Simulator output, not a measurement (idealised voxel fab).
process module | voxel gate over fins
cross-section cut | 200 nm wide | cells 5 nm
A cross-section is a grid of square cells, given in bands from the top down. A band is one or more rows of cells.
Each band's line starts with the height of the band's top and of its bottom, in nm. Then come its materials from left to right, each with its width in nm. One material with "throughout" fills the band from edge to edge. "air" is empty space.
Height 0 is the level under which the wafer as received is all one material. The lowest band goes on downwards, as in "0 down".
A width such as "30 to 40" changes by the same amount from each row of cells to the next, from the band's top row to its bottom row.
"no change" after a step means that no cell of the cross-section changed.
closed voids: empty space of 8 cells or more with no open way to the top, each as width x height at its distance from the left edge, in nm
after a step's settings: what the simulator itself notes on the step
overlay nm, on a step with a mask: how far to the right of its planned place the mask lay; to the left if negative
plan
1 op RECEIVE | material Si
2 op CONFORMAL_DEP | material SiN | thk nm 10
3 op PATTERN | tone cover | mask id FINS | material resist | width nm 15 | pitch nm 35 | thk nm 15 | overlay nm 0
4 op DIRECTIONAL_ETCH | etch materials SiN | depth nm 10
5 op DIRECTIONAL_ETCH | etch materials Si | depth nm 40
6 op STRIP | etch materials resist
7 op OXIDIZE | depth nm 5
8 op FILL_DEP | material SiO2 | thk nm 5
9 op CMP | height nm 10
10 op SELECTIVE_ETCH | etch materials SiO2 | depth nm 20
11 op STRIP | etch materials SiN
12 op CONFORMAL_DEP | material HfO2 | thk nm 5
13 op CONFORMAL_DEP | material TiN | thk nm 5
14 op FILL_DEP | material W | thk nm 15
15 op CMP | height nm 20
16 op CONFORMAL_DEP | material SiCN | thk nm 10
as received, after step 1
  0 down: Si throughout
  closed voids: none
a wafer at the end: this start, this plan, one mistake
  30 to 20: SiCN throughout
  20 to 5: W throughout
  5 to 0: W 75 | TiN 15 | W 20 | TiN 15 | W 75
  0 to -5: W 75 | TiN 5 | Si 5 | TiN 5 | W 20 | TiN 5 | Si 5 | TiN 5 | W 75
  -5 to -10: TiN 80 | Si 5 | TiN 30 | Si 5 | TiN 80
  -10 to -45: SiO2 80 | Si 5 | SiO2 30 | Si 5 | SiO2 80
  -45 down: Si throughout
  closed voids: none
what went wrong: step 12 was left out
